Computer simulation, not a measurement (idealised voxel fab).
Presented below is a process module, voxel transistor to metal.
Pictured: cross-section cut, 200 nm wide, on a grid of 5 nm square cells.
Cross-section, as written here: a square-cell grid given band by band from the top down, where a band holds one or more rows of cells. Each band's line starts with the height of the band's top and of its bottom, in nm. Then come its materials from left to right, each with its width in nm. One material with "edge to edge" fills the band from edge to edge. "empty" is empty space. Counting heights begins at 0, where everything beneath is, in the wafer as received, one material. The lowest band has no bottom; it goes on downwards, as "top 0, no bottom" shows. The notation "30..40" denotes a width that varies across the rows of cells in the band, beginning at the first number in the top row, finishing at the second number in the bottom row, and changing by an identical amount from each row to the next. "changes: none" for a step: no cell of the cross-section changed in that step. Under "Closed void roster" you'll find the enclosed gaps, the ones with no way out to the top, that are 8 cells or bigger; each reads width x height at distance, with distance counted from the left edge, everything in nm. Whatever follows a step's settings on its line is a remark the simulator itself makes about that step. Among the settings permitted on a step's line is "overlay nm"; applied to a step with a mask, it specifies the extent to which the mask lay to the right of its planned position, whereas a negative figure signifies a position to the left.
The following list gives the planned process steps:
1) RECEIVE: material Si
2) CONFORMAL_DEP: material SiO2, thk nm 5
3) CONFORMAL_DEP: material SiN, thk nm 15
4) DIRECTIONAL_DEP: material aC, thk nm 15
5) PATTERN: tone cover, mask id ACTIVE, material resist, width nm 125, thk nm 35, overlay nm 0
6) DIRECTIONAL_ETCH: etch materials aC, depth nm 15
7) STRIP: etch materials resist
8) DIRECTIONAL_ETCH: etch materials SiN, depth nm 15
9) DIRECTIONAL_ETCH: etch materials SiO2, depth nm 5
10) DIRECTIONAL_ETCH: etch materials Si, depth nm 25
11) STRIP: etch materials aC
12) OXIDIZE: depth nm 5
13) FILL_DEP: material SiO2, thk nm 5
14) CMP: height nm 20
15) SELECTIVE_ETCH: etch materials SiO2, depth nm 5
16) STRIP: etch materials SiN
17) SELECTIVE_ETCH: etch materials SiO2, depth nm 5
18) OXIDIZE: depth nm 5
19) DIRECTIONAL_DEP: material polySi, thk nm 30
20) DIRECTIONAL_DEP: material SiCN, thk nm 15
21) PATTERN: tone cover, mask id GATE, material resist, width nm 25, thk nm 15, overlay nm 0
22) DIRECTIONAL_ETCH: etch materials SiCN, depth nm 25
23) DIRECTIONAL_ETCH: etch materials polySi, depth nm 40
24) STRIP: etch materials resist
25) CONFORMAL_DEP: material SiO2, thk nm 5
26) DIRECTIONAL_ETCH: etch materials SiO2, depth nm 5
27) CONFORMAL_DEP: material SiN, thk nm 5
28) DIRECTIONAL_ETCH: etch materials SiN, depth nm 5
29) DIRECTIONAL_ETCH: etch materials SiO2, depth nm 5
30) DIRECTIONAL_ETCH: etch materials Si, depth nm 15
31) EPI: material SiGe, thk nm 20
32) FILL_DEP: material SiO2, thk nm 10
33) CMP: height nm 45
34) DIRECTIONAL_DEP: material SiO2, thk nm 15
35) MASKED_ETCH: tone open, mask id CONTACT, width nm 20, pitch nm 85, etch materials SiO2, depth nm 60, overlay nm 0
36) CONFORMAL_DEP: material TiN, thk nm 5
37) FILL_DEP: material Ru, thk nm 10
38) CMP: height nm 60
39) CONFORMAL_DEP: material SiCN, thk nm 5
40) DIRECTIONAL_DEP: material SiO2, thk nm 25
41) DIRECTIONAL_DEP: material aC, thk nm 15
42) PATTERN: tone open, mask id METAL_1, material resist, width nm 20, pitch nm 85, thk nm 30, overlay nm 0
43) DIRECTIONAL_ETCH: etch materials aC, depth nm 15
44) STRIP: etch materials resist
45) DIRECTIONAL_ETCH: etch materials SiO2, depth nm 25
46) DIRECTIONAL_ETCH: etch materials SiCN, depth nm 5
47) STRIP: etch materials aC
48) CONFORMAL_DEP: material TiN, thk nm 5
49) FILL_DEP: material Ru, thk nm 10
50) CMP: height nm 90
51) CONFORMAL_DEP: material SiCN, thk nm 5
First out of two wafers; run went to plan:
Cross-section of the wafer upon arrival, representing the state reached after step 1:
	top 0, no bottom = Si edge to edge
	Closed void roster: none
The wafer, seen in cross-section, after step 2:
	top 5, bottom 0 = SiO2 edge to edge
	Rest of section, below 0: as before.
The wafer, seen in cross-section, after step 3:
	top 20, bottom 5 = SiN edge to edge
	Rest of section, below 5: as before.
The wafer, seen in cross-section, after step 4:
	top 35, bottom 20 = aC edge to edge
	Rest of section, below 20: as before.
The wafer, seen in cross-section, after step 5:
	top 70, bottom 35 = empty (35); resist (125); empty (40)
	Rest of section, below 35: as before.
The wafer, seen in cross-section, after step 6:
	top 55, bottom 35 = empty (35); resist (125); empty (40)
	top 35, bottom 20 = empty (35); aC (125); empty (40)
	Rest of section, below 20: as before.
The wafer, seen in cross-section, after step 7:
	top 35, bottom 20 = empty (35); aC (125); empty (40)
	Rest of section, below 20: as before.
The wafer, seen in cross-section, after step 8:
	top 35, bottom 20 = empty (35); aC (125); empty (40)
	top 20, bottom 5 = empty (35); SiN (125); empty (40)
	Rest of section, below 5: as before.
The wafer, seen in cross-section, after step 9:
	top 35, bottom 20 = empty (35); aC (125); empty (40)
	top 20, bottom 5 = empty (35); SiN (125); empty (40)
	top 5, bottom 0 = empty (35); SiO2 (125); empty (40)
	Rest of section, below 0: as before.
The wafer, seen in cross-section, after step 10:
	top 35, bottom 20 = empty (35); aC (125); empty (40)
	top 20, bottom 5 = empty (35); SiN (125); empty (40)
	top 5, bottom 0 = empty (35); SiO2 (125); empty (40)
	top 0, bottom -25 = empty (35); Si (125); empty (40)
	Rest of section, below -25: as before.
The wafer, seen in cross-section, after step 11:
	top 20, bottom 5 = empty (35); SiN (125); empty (40)
	Rest of section, below 5: as before.
The wafer, seen in cross-section, after step 12:
	top 20, bottom 5 = empty (35); SiN (125); empty (40)
	top 5, bottom 0 = empty (35); SiO2 (125); empty (40)
	top 0, bottom -25 = empty (35); SiO2 (5); Si (115); SiO2 (5); empty (40)
	top -25, bottom -30 = SiO2 (40); Si (115); SiO2 (45)
	Rest of section, below -30: as before.
The wafer, seen in cross-section, after step 13:
	top 25, bottom 20 = SiO2 edge to edge
	top 20, bottom 5 = SiO2 (35); SiN (125); SiO2 (40)
	top 5, bottom 0 = SiO2 edge to edge
	top 0, bottom -30 = SiO2 (40); Si (115); SiO2 (45)
	Rest of section, below -30: as before.
The wafer, seen in cross-section, after step 14:
	top 20, bottom 5 = SiO2 (35); SiN (125); SiO2 (40)
	Rest of section, below 5: as before.
The wafer, seen in cross-section, after step 15:
	top 20, bottom 15 = empty (35); SiN (125); empty (40)
	Rest of section, below 15: as before.
The wafer, seen in cross-section, after step 16:
	top 15, bottom 5 = SiO2 (35); empty (125); SiO2 (40)
	Rest of section, below 5: as before.
The wafer, seen in cross-section, after step 17:
	top 10, bottom 0 = SiO2 (30); empty (135); SiO2 (35)
	Rest of section, below 0: as before.
The wafer, seen in cross-section, after step 18:
	top 10, bottom 0 = SiO2 (30); empty (135); SiO2 (35)
	top 0, bottom -5 = SiO2 edge to edge
	Rest of section, below -5: as before.
The wafer, seen in cross-section, after step 19:
	top 40, bottom 30 = polySi (30); empty (135); polySi (35)
	top 30, bottom 10 = polySi edge to edge
	top 10, bottom 0 = SiO2 (30); polySi (135); SiO2 (35)
	Rest of section, below 0: as before.
The wafer, seen in cross-section, after step 20:
	top 55, bottom 45 = SiCN (30); empty (135); SiCN (35)
	top 45, bottom 40 = SiCN edge to edge
	top 40, bottom 30 = polySi (30); SiCN (135); polySi (35)
	Rest of section, below 30: as before.
The wafer, seen in cross-section, after step 21:
	top 70, bottom 55 = empty (85); resist (25); empty (90)
	top 55, bottom 45 = SiCN (30); empty (55); resist (25); empty (55); SiCN (35)
	Rest of section, below 45: as before.
The wafer, seen in cross-section, after step 22:
	top 70, bottom 45 = empty (85); resist (25); empty (90)
	top 45, bottom 40 = empty (85); SiCN (25); empty (90)
	top 40, bottom 30 = polySi (30); empty (55); SiCN (25); empty (55); polySi (35)
	Rest of section, below 30: as before.
The wafer, seen in cross-section, after step 23:
	top 70, bottom 45 = empty (85); resist (25); empty (90)
	top 45, bottom 30 = empty (85); SiCN (25); empty (90)
	top 30, bottom 10 = empty (85); polySi (25); empty (90)
	top 10, bottom 0 = SiO2 (30); empty (55); polySi (25); empty (55); SiO2 (35)
	Rest of section, below 0: as before.
The wafer, seen in cross-section, after step 24:
	top 45, bottom 30 = empty (85); SiCN (25); empty (90)
	Rest of section, below 30: as before.
The wafer, seen in cross-section, after step 25:
	top 50, bottom 45 = empty (80); SiO2 (35); empty (85)
	top 45, bottom 30 = empty (80); SiO2 (5); SiCN (25); SiO2 (5); empty (85)
	top 30, bottom 15 = empty (80); SiO2 (5); polySi (25); SiO2 (5); empty (85)
	top 15, bottom 5 = SiO2 (35); empty (45); SiO2 (5); polySi (25); SiO2 (5); empty (45); SiO2 (40)
	top 5, bottom 0 = SiO2 (85); polySi (25); SiO2 (90)
	Rest of section, below 0: as before.
The wafer, seen in cross-section, after step 26:
	top 45, bottom 30 = empty (80); SiO2 (5); SiCN (25); SiO2 (5); empty (85)
	top 30, bottom 10 = empty (80); SiO2 (5); polySi (25); SiO2 (5); empty (85)
	top 10, bottom 0 = SiO2 (35); empty (45); SiO2 (5); polySi (25); SiO2 (5); empty (45); SiO2 (40)
	Rest of section, below 0: as before.
The wafer, seen in cross-section, after step 27:
	top 50, bottom 45 = empty (75); SiN (45); empty (80)
	top 45, bottom 30 = empty (75); SiN (5); SiO2 (5); SiCN (25); SiO2 (5); SiN (5); empty (80)
	top 30, bottom 15 = empty (75); SiN (5); SiO2 (5); polySi (25); SiO2 (5); SiN (5); empty (80)
	top 15, bottom 10 = SiN (40); empty (35); SiN (5); SiO2 (5); polySi (25); SiO2 (5); SiN (5); empty (35); SiN (45)
	top 10, bottom 5 = SiO2 (35); SiN (5); empty (35); SiN (5); SiO2 (5); polySi (25); SiO2 (5); SiN (5); empty (35); SiN (5); SiO2 (40)
	top 5, bottom 0 = SiO2 (35); SiN (45); SiO2 (5); polySi (25); SiO2 (5); SiN (45); SiO2 (40)
	Rest of section, below 0: as before.
The wafer, seen in cross-section, after step 28:
	top 45, bottom 30 = empty (75); SiN (5); SiO2 (5); SiCN (25); SiO2 (5); SiN (5); empty (80)
	top 30, bottom 10 = empty (75); SiN (5); SiO2 (5); polySi (25); SiO2 (5); SiN (5); empty (80)
	top 10, bottom 0 = SiO2 (35); SiN (5); empty (35); SiN (5); SiO2 (5); polySi (25); SiO2 (5); SiN (5); empty (35); SiN (5); SiO2 (40)
	Rest of section, below 0: as before.
The wafer, seen in cross-section, after step 29:
	top 45, bottom 40 = empty (75); SiN (5); empty (5); SiCN (25); empty (5); SiN (5); empty (80)
	top 40, bottom 30 = empty (75); SiN (5); SiO2 (5); SiCN (25); SiO2 (5); SiN (5); empty (80)
	top 30, bottom 10 = empty (75); SiN (5); SiO2 (5); polySi (25); SiO2 (5); SiN (5); empty (80)
	top 10, bottom 5 = empty (35); SiN (5); empty (35); SiN (5); SiO2 (5); polySi (25); SiO2 (5); SiN (5); empty (35); SiN (5); empty (40)
	top 5, bottom 0 = SiO2 (35); SiN (5); empty (35); SiN (5); SiO2 (5); polySi (25); SiO2 (5); SiN (5); empty (35); SiN (5); SiO2 (40)
	top 0, bottom -5 = SiO2 (40); empty (35); SiO2 (45); empty (35); SiO2 (45)
	Rest of section, below -5: as before.
The wafer, seen in cross-section, after step 30:
	top 45, bottom 40 = empty (75); SiN (5); empty (5); SiCN (25); empty (5); SiN (5); empty (80)
	top 40, bottom 30 = empty (75); SiN (5); SiO2 (5); SiCN (25); SiO2 (5); SiN (5); empty (80)
	top 30, bottom 10 = empty (75); SiN (5); SiO2 (5); polySi (25); SiO2 (5); SiN (5); empty (80)
	top 10, bottom 5 = empty (35); SiN (5); empty (35); SiN (5); SiO2 (5); polySi (25); SiO2 (5); SiN (5); empty (35); SiN (5); empty (40)
	top 5, bottom 0 = SiO2 (35); SiN (5); empty (35); SiN (5); SiO2 (5); polySi (25); SiO2 (5); SiN (5); empty (35); SiN (5); SiO2 (40)
	top 0, bottom -5 = SiO2 (40); empty (35); SiO2 (45); empty (35); SiO2 (45)
	top -5, bottom -20 = SiO2 (40); empty (35); Si (45); empty (35); SiO2 (45)
	Rest of section, below -20: as before.
The wafer, seen in cross-section, after step 31:
	top 45, bottom 40 = empty (75); SiN (5); empty (5); SiCN (25); empty (5); SiN (5); empty (80)
	top 40, bottom 30 = empty (75); SiN (5); SiO2 (5); SiCN (25); SiO2 (5); SiN (5); empty (80)
	top 30, bottom 15 = empty (75); SiN (5); SiO2 (5); polySi (25); SiO2 (5); SiN (5); empty (80)
	top 15, bottom 10 = empty (55); SiGe (20); SiN (5); SiO2 (5); polySi (25); SiO2 (5); SiN (5); SiGe (20); empty (60)
	top 10, bottom 5 = empty (35); SiN (5); empty (15); SiGe (20); SiN (5); SiO2 (5); polySi (25); SiO2 (5); SiN (5); SiGe (20); empty (15); SiN (5); empty (40)
	top 5, bottom 0 = SiO2 (35); SiN (5); empty (15); SiGe (20); SiN (5); SiO2 (5); polySi (25); SiO2 (5); SiN (5); SiGe (20); empty (15); SiN (5); SiO2 (40)
	top 0, bottom -5 = SiO2 (40); SiGe (35); SiO2 (45); SiGe (35); SiO2 (45)
	top -5, bottom -20 = SiO2 (40); SiGe (35); Si (45); SiGe (35); SiO2 (45)
	Rest of section, below -20: as before.
The wafer, seen in cross-section, after step 32:
	top 55, bottom 45 = SiO2 edge to edge
	top 45, bottom 30 = SiO2 (75); SiN (5); SiO2 (5); SiCN (25); SiO2 (5); SiN (5); SiO2 (80)
	top 30, bottom 15 = SiO2 (75); SiN (5); SiO2 (5); polySi (25); SiO2 (5); SiN (5); SiO2 (80)
	top 15, bottom 10 = SiO2 (55); SiGe (20); SiN (5); SiO2 (5); polySi (25); SiO2 (5); SiN (5); SiGe (20); SiO2 (60)
	top 10, bottom 0 = SiO2 (35); SiN (5); SiO2 (15); SiGe (20); SiN (5); SiO2 (5); polySi (25); SiO2 (5); SiN (5); SiGe (20); SiO2 (15); SiN (5); SiO2 (40)
	Rest of section, below 0: as before.
The wafer, seen in cross-section, after step 33:
	top 45, bottom 30 = SiO2 (75); SiN (5); SiO2 (5); SiCN (25); SiO2 (5); SiN (5); SiO2 (80)
	Rest of section, below 30: as before.
The wafer, seen in cross-section, after step 34:
	top 60, bottom 45 = SiO2 edge to edge
	Rest of section, below 45: as before.
The wafer, seen in cross-section, after step 35:
	top 60, bottom 45 = SiO2 (45); empty (20); SiO2 (65); empty (20); SiO2 (50)
	top 45, bottom 30 = SiO2 (45); empty (20); SiO2 (10); SiN (5); SiO2 (5); SiCN (25); SiO2 (5); SiN (5); SiO2 (10); empty (20); SiO2 (50)
	top 30, bottom 15 = SiO2 (45); empty (20); SiO2 (10); SiN (5); SiO2 (5); polySi (25); SiO2 (5); SiN (5); SiO2 (10); empty (20); SiO2 (50)
	top 15, bottom 10 = SiO2 (45); empty (10); SiGe (20); SiN (5); SiO2 (5); polySi (25); SiO2 (5); SiN (5); SiGe (20); empty (10); SiO2 (50)
	top 10, bottom 0 = SiO2 (35); SiN (5); SiO2 (5); empty (10); SiGe (20); SiN (5); SiO2 (5); polySi (25); SiO2 (5); SiN (5); SiGe (20); empty (10); SiO2 (5); SiN (5); SiO2 (40)
	Rest of section, below 0: as before.
The wafer, seen in cross-section, after step 36:
	top 65, bottom 60 = TiN (50); empty (10); TiN (75); empty (10); TiN (55)
	top 60, bottom 45 = SiO2 (45); TiN (5); empty (10); TiN (5); SiO2 (65); TiN (5); empty (10); TiN (5); SiO2 (50)
	top 45, bottom 30 = SiO2 (45); TiN (5); empty (10); TiN (5); SiO2 (10); SiN (5); SiO2 (5); SiCN (25); SiO2 (5); SiN (5); SiO2 (10); TiN (5); empty (10); TiN (5); SiO2 (50)
	top 30, bottom 20 = SiO2 (45); TiN (5); empty (10); TiN (5); SiO2 (10); SiN (5); SiO2 (5); polySi (25); SiO2 (5); SiN (5); SiO2 (10); TiN (5); empty (10); TiN (5); SiO2 (50)
	top 20, bottom 15 = SiO2 (45); TiN (20); SiO2 (10); SiN (5); SiO2 (5); polySi (25); SiO2 (5); SiN (5); SiO2 (10); TiN (20); SiO2 (50)
	top 15, bottom 10 = SiO2 (45); TiN (10); SiGe (20); SiN (5); SiO2 (5); polySi (25); SiO2 (5); SiN (5); SiGe (20); TiN (10); SiO2 (50)
	top 10, bottom 0 = SiO2 (35); SiN (5); SiO2 (5); TiN (10); SiGe (20); SiN (5); SiO2 (5); polySi (25); SiO2 (5); SiN (5); SiGe (20); TiN (10); SiO2 (5); SiN (5); SiO2 (40)
	Rest of section, below 0: as before.
The wafer, seen in cross-section, after step 37:
	top 75, bottom 65 = Ru edge to edge
	top 65, bottom 60 = TiN (50); Ru (10); TiN (75); Ru (10); TiN (55)
	top 60, bottom 45 = SiO2 (45); TiN (5); Ru (10); TiN (5); SiO2 (65); TiN (5); Ru (10); TiN (5); SiO2 (50)
	top 45, bottom 30 = SiO2 (45); TiN (5); Ru (10); TiN (5); SiO2 (10); SiN (5); SiO2 (5); SiCN (25); SiO2 (5); SiN (5); SiO2 (10); TiN (5); Ru (10); TiN (5); SiO2 (50)
	top 30, bottom 20 = SiO2 (45); TiN (5); Ru (10); TiN (5); SiO2 (10); SiN (5); SiO2 (5); polySi (25); SiO2 (5); SiN (5); SiO2 (10); TiN (5); Ru (10); TiN (5); SiO2 (50)
	Rest of section, below 20: as before.
The wafer, seen in cross-section, after step 38:
	top 60, bottom 45 = SiO2 (45); TiN (5); Ru (10); TiN (5); SiO2 (65); TiN (5); Ru (10); TiN (5); SiO2 (50)
	Rest of section, below 45: as before.
The wafer, seen in cross-section, after step 39:
	top 65, bottom 60 = SiCN edge to edge
	Rest of section, below 60: as before.
The wafer, seen in cross-section, after step 40:
	top 90, bottom 65 = SiO2 edge to edge
	Rest of section, below 65: as before.
The wafer, seen in cross-section, after step 41:
	top 105, bottom 90 = aC edge to edge
	Rest of section, below 90: as before.
The wafer, seen in cross-section, after step 42:
	top 135, bottom 105 = resist (45); empty (20); resist (65); empty (20); resist (50)
	Rest of section, below 105: as before.
The wafer, seen in cross-section, after step 43:
	top 120, bottom 105 = resist (45); empty (20); resist (65); empty (20); resist (50)
	top 105, bottom 90 = aC (45); empty (20); aC (65); empty (20); aC (50)
	Rest of section, below 90: as before.
The wafer, seen in cross-section, after step 44:
	top 105, bottom 90 = aC (45); empty (20); aC (65); empty (20); aC (50)
	Rest of section, below 90: as before.
The wafer, seen in cross-section, after step 45:
	top 105, bottom 90 = aC (45); empty (20); aC (65); empty (20); aC (50)
	top 90, bottom 65 = SiO2 (45); empty (20); SiO2 (65); empty (20); SiO2 (50)
	Rest of section, below 65: as before.
The wafer, seen in cross-section, after step 46:
	top 105, bottom 90 = aC (45); empty (20); aC (65); empty (20); aC (50)
	top 90, bottom 65 = SiO2 (45); empty (20); SiO2 (65); empty (20); SiO2 (50)
	top 65, bottom 60 = SiCN (45); empty (20); SiCN (65); empty (20); SiCN (50)
	Rest of section, below 60: as before.
The wafer, seen in cross-section, after step 47:
	top 90, bottom 65 = SiO2 (45); empty (20); SiO2 (65); empty (20); SiO2 (50)
	Rest of section, below 65: as before.
The wafer, seen in cross-section, after step 48:
	top 95, bottom 90 = TiN (50); empty (10); TiN (75); empty (10); TiN (55)
	top 90, bottom 65 = SiO2 (45); TiN (5); empty (10); TiN (5); SiO2 (65); TiN (5); empty (10); TiN (5); SiO2 (50)
	top 65, bottom 60 = SiCN (45); TiN (20); SiCN (65); TiN (20); SiCN (50)
	Rest of section, below 60: as before.
The wafer, seen in cross-section, after step 49:
	top 105, bottom 95 = Ru edge to edge
	top 95, bottom 90 = TiN (50); Ru (10); TiN (75); Ru (10); TiN (55)
	top 90, bottom 65 = SiO2 (45); TiN (5); Ru (10); TiN (5); SiO2 (65); TiN (5); Ru (10); TiN (5); SiO2 (50)
	Rest of section, below 65: as before.
The wafer, seen in cross-section, after step 50:
	top 90, bottom 65 = SiO2 (45); TiN (5); Ru (10); TiN (5); SiO2 (65); TiN (5); Ru (10); TiN (5); SiO2 (50)
	Rest of section, below 65: as before.
The wafer, seen in cross-section, after step 51:
	top 95, bottom 90 = SiCN edge to edge
	Rest of section, below 90: as before.
The second wafer was prepared from the same starting point and under the same plan as the first; its processing contained one mistake, and it remains indistinguishable from the first wafer up to and including step 19:
Second wafer at the planned finish of step 20, seen in cross-section:
	top 55, bottom 45 = SiN (30); empty (135); SiN (35)
	top 45, bottom 40 = SiN edge to edge
	top 40, bottom 30 = polySi (30); SiN (135); polySi (35)
	Rest of section, below 30: as before.
Second wafer at the planned finish of step 21, seen in cross-section:
	top 70, bottom 55 = empty (85); resist (25); empty (90)
	top 55, bottom 45 = SiN (30); empty (55); resist (25); empty (55); SiN (35)
	Rest of section, below 45: as before.
Second wafer at the planned finish of step 22, seen in cross-section: changes: none
Second wafer at the planned finish of step 23, seen in cross-section: changes: none
Second wafer at the planned finish of step 24, seen in cross-section:
	top 55, bottom 45 = SiN (30); empty (135); SiN (35)
	Rest of section, below 45: as before.
Second wafer at the planned finish of step 25, seen in cross-section:
	top 60, bottom 55 = SiO2 (35); empty (125); SiO2 (40)
	top 55, bottom 50 = SiN (30); SiO2 (5); empty (125); SiO2 (5); SiN (35)
	top 50, bottom 45 = SiN (30); SiO2 (135); SiN (35)
	Rest of section, below 45: as before.
Second wafer at the planned finish of step 26, seen in cross-section:
	top 55, bottom 45 = SiN (30); SiO2 (5); empty (125); SiO2 (5); SiN (35)
	Rest of section, below 45: as before.
Second wafer at the planned finish of step 27, seen in cross-section:
	top 60, bottom 55 = SiN (40); empty (115); SiN (45)
	top 55, bottom 50 = SiN (30); SiO2 (5); SiN (5); empty (115); SiN (5); SiO2 (5); SiN (35)
	top 50, bottom 45 = SiN (30); SiO2 (5); SiN (125); SiO2 (5); SiN (35)
	Rest of section, below 45: as before.
Second wafer at the planned finish of step 28, seen in cross-section:
	top 55, bottom 45 = SiN (30); SiO2 (5); SiN (5); empty (115); SiN (5); SiO2 (5); SiN (35)
	Rest of section, below 45: as before.
Second wafer at the planned finish of step 29, seen in cross-section:
	top 55, bottom 50 = SiN (30); empty (5); SiN (5); empty (115); SiN (5); empty (5); SiN (35)
	Rest of section, below 50: as before.
Second wafer at the planned finish of step 30, seen in cross-section: changes: none
Second wafer at the planned finish of step 31, seen in cross-section: changes: none
Second wafer at the planned finish of step 32, seen in cross-section:
	top 65, bottom 55 = SiO2 edge to edge
	top 55, bottom 45 = SiN (30); SiO2 (5); SiN (5); SiO2 (115); SiN (5); SiO2 (5); SiN (35)
	Rest of section, below 45: as before.
Second wafer at the planned finish of step 33, seen in cross-section:
	top 45, bottom 40 = SiN edge to edge
	Rest of section, below 40: as before.
Second wafer at the planned finish of step 34, seen in cross-section:
	top 60, bottom 45 = SiO2 edge to edge
	Rest of section, below 45: as before.
Second wafer at the planned finish of step 35, seen in cross-section:
	top 60, bottom 45 = SiO2 (45); empty (20); SiO2 (65); empty (20); SiO2 (50)
	Rest of section, below 45: as before.
Second wafer at the planned finish of step 36, seen in cross-section:
	top 65, bottom 60 = TiN (50); empty (10); TiN (75); empty (10); TiN (55)
	top 60, bottom 50 = SiO2 (45); TiN (5); empty (10); TiN (5); SiO2 (65); TiN (5); empty (10); TiN (5); SiO2 (50)
	top 50, bottom 45 = SiO2 (45); TiN (20); SiO2 (65); TiN (20); SiO2 (50)
	Rest of section, below 45: as before.
Second wafer at the planned finish of step 37, seen in cross-section:
	top 75, bottom 65 = Ru edge to edge
	top 65, bottom 60 = TiN (50); Ru (10); TiN (75); Ru (10); TiN (55)
	top 60, bottom 50 = SiO2 (45); TiN (5); Ru (10); TiN (5); SiO2 (65); TiN (5); Ru (10); TiN (5); SiO2 (50)
	Rest of section, below 50: as before.
Second wafer at the planned finish of step 38, seen in cross-section:
	top 60, bottom 50 = SiO2 (45); TiN (5); Ru (10); TiN (5); SiO2 (65); TiN (5); Ru (10); TiN (5); SiO2 (50)
	Rest of section, below 50: as before.
Second wafer at the planned finish of step 39, seen in cross-section:
	top 65, bottom 60 = SiCN edge to edge
	Rest of section, below 60: as before.
Second wafer at the planned finish of step 40, seen in cross-section:
	top 90, bottom 65 = SiO2 edge to edge
	Rest of section, below 65: as before.
Second wafer at the planned finish of step 41, seen in cross-section:
	top 105, bottom 90 = aC edge to edge
	Rest of section, below 90: as before.
Second wafer at the planned finish of step 42, seen in cross-section:
	top 135, bottom 105 = resist (45); empty (20); resist (65); empty (20); resist (50)
	Rest of section, below 105: as before.
Second wafer at the planned finish of step 43, seen in cross-section:
	top 120, bottom 105 = resist (45); empty (20); resist (65); empty (20); resist (50)
	top 105, bottom 90 = aC (45); empty (20); aC (65); empty (20); aC (50)
	Rest of section, below 90: as before.
Second wafer at the planned finish of step 44, seen in cross-section:
	top 105, bottom 90 = aC (45); empty (20); aC (65); empty (20); aC (50)
	Rest of section, below 90: as before.
Second wafer at the planned finish of step 45, seen in cross-section:
	top 105, bottom 90 = aC (45); empty (20); aC (65); empty (20); aC (50)
	top 90, bottom 65 = SiO2 (45); empty (20); SiO2 (65); empty (20); SiO2 (50)
	Rest of section, below 65: as before.
Second wafer at the planned finish of step 46, seen in cross-section:
	top 105, bottom 90 = aC (45); empty (20); aC (65); empty (20); aC (50)
	top 90, bottom 65 = SiO2 (45); empty (20); SiO2 (65); empty (20); SiO2 (50)
	top 65, bottom 60 = SiCN (45); empty (20); SiCN (65); empty (20); SiCN (50)
	Rest of section, below 60: as before.
Second wafer at the planned finish of step 47, seen in cross-section:
	top 90, bottom 65 = SiO2 (45); empty (20); SiO2 (65); empty (20); SiO2 (50)
	Rest of section, below 65: as before.
Second wafer at the planned finish of step 48, seen in cross-section:
	top 95, bottom 90 = TiN (50); empty (10); TiN (75); empty (10); TiN (55)
	top 90, bottom 65 = SiO2 (45); TiN (5); empty (10); TiN (5); SiO2 (65); TiN (5); empty (10); TiN (5); SiO2 (50)
	top 65, bottom 60 = SiCN (45); TiN (20); SiCN (65); TiN (20); SiCN (50)
	Rest of section, below 60: as before.
Second wafer at the planned finish of step 49, seen in cross-section:
	top 105, bottom 95 = Ru edge to edge
	top 95, bottom 90 = TiN (50); Ru (10); TiN (75); Ru (10); TiN (55)
	top 90, bottom 65 = SiO2 (45); TiN (5); Ru (10); TiN (5); SiO2 (65); TiN (5); Ru (10); TiN (5); SiO2 (50)
	Rest of section, below 65: as before.
Second wafer at the planned finish of step 50, seen in cross-section:
	top 90, bottom 65 = SiO2 (45); TiN (5); Ru (10); TiN (5); SiO2 (65); TiN (5); Ru (10); TiN (5); SiO2 (50)
	Rest of section, below 65: as before.
Second wafer at the planned finish of step 51, seen in cross-section:
	top 95, bottom 90 = SiCN edge to edge
	Rest of section, below 90: as before.
What was done differently from what was planned? step 20 ran as: DIRECTIONAL_DEP: material SiN, thk nm 15
Final difference in cells, second wafer against first, listed per material as more or fewer: 24 fewer of Ru | 42 more of Si | 15 fewer of SiCN | 80 fewer of SiGe | 72 more of SiN | 169 fewer of SiO2 | 36 fewer of TiN | 210 more of polySi
